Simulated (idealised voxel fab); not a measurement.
Process module under the name voxel capacitor over wiring
Pictured: cross-section cut, 295 nm wide, on a grid of 5 nm square cells.
Bands, listed from the top down, are how a cross-section gets written in this document; the cross-section itself is a grid of square cells, and a band is one or more rows of them. Top, bottom (nm), then materials left to right with widths (nm); lone material tagged "edge to edge" fills the whole band edge to edge; "air" = empty space. Heights are measured from 0, the level below which the as-received wafer is all one material; the lowest band has no bottom and continues downward, written as in "z 0 and below". Quick explanation for "30 to 40": the width changes in equal steps down the rows of cells, from the first number in the band's top row to the second number in its bottom row. A step reported as "changes: none" is a step in which no cell of the cross-section changed. "Enclosed void list": sealed empty spaces, 8 cells or more, no open way to top, listed width x height at distance, with distance from the left edge and width, height and distance in nm. That trailing text on a step's line, after the settings, is the simulator's own remark on the step. If you see "overlay nm" on a step's line and that step has a mask, it's telling you how far right of where it was planned the mask ended up; a negative number means it went left instead.

## The planned process steps are enumerated hereunder
| 1 | RECEIVE,material Si |
| 2 | CONFORMAL_DEP,material SiO2,thk nm 15 |
| 3 | DIRECTIONAL_DEP,material TiN,thk nm 5 |
| 4 | DIRECTIONAL_DEP,material W,thk nm 15 |
| 5 | PATTERN,tone cover,mask id METAL_1,material resist,width nm 25,pitch nm 95,thk nm 15,overlay nm 0 |
| 6 | DIRECTIONAL_ETCH,etch materials W,depth nm 15 |
| 7 | DIRECTIONAL_ETCH,etch materials TiN,depth nm 5 |
| 8 | STRIP,etch materials resist |
| 9 | CONFORMAL_DEP,material SiCN,thk nm 5 |
| 10 | FILL_DEP,material SiO2,thk nm 5 |
| 11 | CMP,height nm 35 |
| 12 | CONFORMAL_DEP,material SiCN,thk nm 5 |
| 13 | DIRECTIONAL_DEP,material lowk,thk nm 15 |
| 14 | MASKED_ETCH,tone open,mask id PLUG_1,width nm 15,etch materials lowk,depth nm 15,overlay nm 0 |
| 15 | MASKED_ETCH,tone open,mask id PLUG_1,width nm 15,etch materials SiCN,depth nm 5,overlay nm 0 |
| 16 | CONFORMAL_DEP,material TiN,thk nm 5 |
| 17 | FILL_DEP,material Ru,thk nm 5 |
| 18 | CMP,height nm 55 |
| 19 | DIRECTIONAL_DEP,material TiN,thk nm 5 |
| 20 | DIRECTIONAL_DEP,material Al2O3,thk nm 5 |
| 21 | DIRECTIONAL_DEP,material TiN,thk nm 5 |
| 22 | DIRECTIONAL_DEP,material aC,thk nm 15 |
| 23 | PATTERN,tone cover,mask id UPPER_PLATE,material resist,width nm 75,thk nm 35,overlay nm 0 |
| 24 | DIRECTIONAL_ETCH,etch materials aC,depth nm 15 |
| 25 | STRIP,etch materials resist |
| 26 | DIRECTIONAL_ETCH,etch materials TiN,depth nm 5 |
| 27 | DIRECTIONAL_ETCH,etch materials Al2O3,depth nm 5 |
| 28 | STRIP,etch materials aC |
| 29 | DIRECTIONAL_DEP,material aC,thk nm 10 |
| 30 | PATTERN,tone cover,mask id LOWER_PLATE,material resist,width nm 85,thk nm 25,overlay nm 0 |
| 31 | DIRECTIONAL_ETCH,etch materials aC,depth nm 10 |
| 32 | STRIP,etch materials resist |
| 33 | DIRECTIONAL_ETCH,etch materials TiN,depth nm 5 |
| 34 | STRIP,etch materials aC |
| 35 | FILL_DEP,material SiO2,thk nm 20 |
| 36 | CMP,height nm 85 |
| 37 | PATTERN,tone open,mask id PLUG_2,material resist,width nm 15,thk nm 20,overlay nm 0 |
| 38 | DIRECTIONAL_ETCH,etch materials SiO2,depth nm 15 |
| 39 | STRIP,etch materials resist |
| 40 | CONFORMAL_DEP,material TiN,thk nm 5 |
| 41 | FILL_DEP,material W,thk nm 5 |
| 42 | CMP,height nm 85 |
| 43 | CONFORMAL_DEP,material SiN,thk nm 5 |

## Here's what the wafer looked like in cross-section when it arrived - that's after step 1
	z 0 and below = Si edge to edge
	Enclosed void list: none

## Cross-section, end of module. Start: as above. Plan: as above. Execution: one mistake
	z 90 to 85 = SiN edge to edge
	z 85 to 75 = 105 of SiO2; 5 of TiN; 5 of W; 5 of TiN; 175 of SiO2
	z 75 to 65 = 105 to 95 of SiO2; 15 to 75 of TiN; 175 to 125 of SiO2
	z 65 to 60 = 95 of SiO2; 75 of Al2O3; 125 of SiO2
	z 60 to 55 = 95 of SiO2; 75 of TiN; 125 of SiO2
	z 55 to 40 = 95 of lowk; 5 of TiN; 5 of Ru; 5 of TiN; 185 of lowk
	z 40 to 35 = 95 of SiCN; 15 of TiN; 185 of SiCN
	z 35 to 20 = 80 of SiO2; 5 of SiCN; 25 of W; 5 of SiCN; 60 of SiO2; 5 of SiCN; 25 of W; 5 of SiCN; 85 of SiO2
	z 20 to 15 = 85 of SiCN; 25 of TiN; 70 of SiCN; 25 of TiN; 90 of SiCN
	z 15 to 0 = SiO2 edge to edge
	z 0 and below = Si edge to edge
	Enclosed void list: none
Nonconformance to the process plan: step 30, actual vs plan mismatch, actual run PATTERN,tone cover,mask id LOWER_PLATE,material resist,width nm 75,thk nm 25,overlay nm 0
